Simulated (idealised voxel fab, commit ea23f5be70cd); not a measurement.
Module name: voxel double patterning (process module)
The figure presents cross-section cut, which has a width of 190 nm and is divided into square cells with an edge length of 5 nm.
Bands, listed from the top down, are how a cross-section gets written in this document; the cross-section itself is a grid of square cells, and a band is one or more rows of them. A band entry consists of two parts. The first gives the height of the band's top and the height of its bottom, in nm. The rest lists the band's materials from left to right, each with its width in nm. A single material labelled with the word "all across" fills the band from edge to edge, and the word "blank" marks empty space. The level at which height equals 0 is the one under which the wafer, as it arrives, is entirely one material. No lower edge exists for the bottom band, which continues downward and is notated as in "0 and below". So if you see something like "30 to 40" for the width, read it as the top row of the band sitting at the first number and the bottom row at the second, with every row in between moving by the same amount as the last. Key: "remained unchanged" - step with no changed cell in the cross-section. Entry "Closed empty spaces" = empty spaces >= 8 cells with no open way to the top; each as width x height at distance, distance from left edge, all nm. Anything after a step's settings on that line? It's the simulator's own note about the step. "overlay nm" answers the question of how far to the right of plan the mask lay on a step that has a mask, and when it is negative the answer is to the left.

Set out below are the planned steps of the process
1,RECEIVE [material Si]
2,CONFORMAL_DEP [material SiO2] [thk nm 5]
3,DIRECTIONAL_DEP [material TiN] [thk nm 10]
4,DIRECTIONAL_DEP [material SiN] [thk nm 10]
5,DIRECTIONAL_DEP [material aC] [thk nm 15]
6,PATTERN [tone open] [mask id FIRST] [material resist] [width nm 15] [pitch nm 50] [thk nm 30] [overlay nm 0]
7,DIRECTIONAL_ETCH [etch materials aC] [depth nm 15]
8,STRIP [etch materials resist]
9,DIRECTIONAL_ETCH [etch materials SiN] [depth nm 10]
10,STRIP [etch materials aC]
11,DIRECTIONAL_DEP [material aC] [thk nm 15]
12,PATTERN [tone open] [mask id SECOND] [material resist] [width nm 15] [thk nm 30] [overlay nm 0]
13,DIRECTIONAL_ETCH [etch materials aC] [depth nm 15]
14,STRIP [etch materials resist]
15,DIRECTIONAL_ETCH [etch materials SiN] [depth nm 10]
16,STRIP [etch materials aC]
17,DIRECTIONAL_ETCH [etch materials TiN] [depth nm 10]
18,STRIP [etch materials SiN]

Shown in cross-section is the wafer as received, that is, as it stands after step 1
  0 and below  Si all across
  Closed empty spaces: none

Here's the wafer cut in cross-section after the module, started and planned just like above, except one thing was done wrong in the run
  15 down to 5  blank: 60 / TiN: 15 / blank: 35 / TiN: 15 / blank: 65
  5 down to 0  SiO2 all across
  0 and below  Si all across
  Closed empty spaces: none
The plan and the run diverged here: step 6 did not use the planned setting and instead ran as PATTERN [tone cover] [mask id FIRST] [material resist] [width nm 15] [pitch nm 50] [thk nm 30] [overlay nm 0]
